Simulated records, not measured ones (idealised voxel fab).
Process module in this document: voxel double patterning
Cross-section cut spans 160 nm and uses square cells 5 nm in size.
A cross-section is a grid of square cells, given in bands from the top down. A band is one or more rows of cells.
Heads up on the band format: heights come first, top then bottom, in nm. After that it's the materials left to right, each with its width in nm. A single material flagged "all across" fills the whole band edge to edge, and "air" means there's empty space there.
The reference from which all heights are counted is 0, the level beneath which the as-received wafer is entirely one material; the lowest band, having no lower bound, proceeds downward and is written after the example "0..down".
A two-number width, for instance "30->40", indicates that the width is equal to the first number in the top row of the band and to the second number in the bottom row, and that it changes by a constant amount per row of cells.
Where the words "nothing changed" appear for a step, the cross-section shows no cell changed by that step; every cell remained as before.
You'll see "Closed void inventory" listing empty spaces that have no way open to the top, as long as they're 8 cells or more; the notation is width x height at distance, where the distance is from the left edge, and all of it is in nm.
Whatever follows a step's settings on its line is a remark the simulator itself makes about that step.
When a step includes a mask, the "overlay nm" setting on its line states how far to the right of its planned place that mask lay, and negative values state how far to the left.

**Intended process steps**
1) RECEIVE (material Si)
2) CONFORMAL_DEP (material SiN; thk nm 5)
3) DIRECTIONAL_DEP (material SiO2; thk nm 20)
4) DIRECTIONAL_DEP (material SiCN; thk nm 5)
5) DIRECTIONAL_DEP (material aC; thk nm 15)
6) PATTERN (tone open; mask id FIRST; material resist; width nm 15; pitch nm 50; thk nm 30; overlay nm 0)
7) DIRECTIONAL_ETCH (etch materials aC; depth nm 15)
8) STRIP (etch materials resist)
9) DIRECTIONAL_ETCH (etch materials SiCN; depth nm 5)
10) STRIP (etch materials aC)
11) DIRECTIONAL_DEP (material aC; thk nm 10)
12) PATTERN (tone open; mask id SECOND; material resist; width nm 15; thk nm 25; overlay nm 0)
13) DIRECTIONAL_ETCH (etch materials aC; depth nm 10)
14) STRIP (etch materials resist)
15) DIRECTIONAL_ETCH (etch materials SiCN; depth nm 5)
16) STRIP (etch materials aC)
17) DIRECTIONAL_ETCH (etch materials SiO2; depth nm 20)
18) STRIP (etch materials SiCN)

**This is the cross-section of the wafer as we received it, i.e. after step 1**
* 0..down  Si all across
* Closed void inventory: none

**Sectioned view, first of two wafers, at the close of the module, processed as intended in the plan**
* 25..5  SiO2 (45) / air (15) / SiO2 (10) / air (15) / SiO2 (10) / air (15) / SiO2 (50)
* 5..0  SiN all across
* 0..down  Si all across
* Closed void inventory: none

**Cross-section, second wafer: same start as the first, same plan as the first, one mistake in running it; taken at the end of the module**
* 25..0  SiN all across
* 0..down  Si all across
* Closed void inventory: none
what went wrong: in deviation from the planned setting, step 3 was conducted as DIRECTIONAL_DEP (material SiN; thk nm 20)
In the final state, the cell counts of the second wafer exceed or fall short of those of the first for the following materials: SiN: 128 more; SiO2: 92 fewer
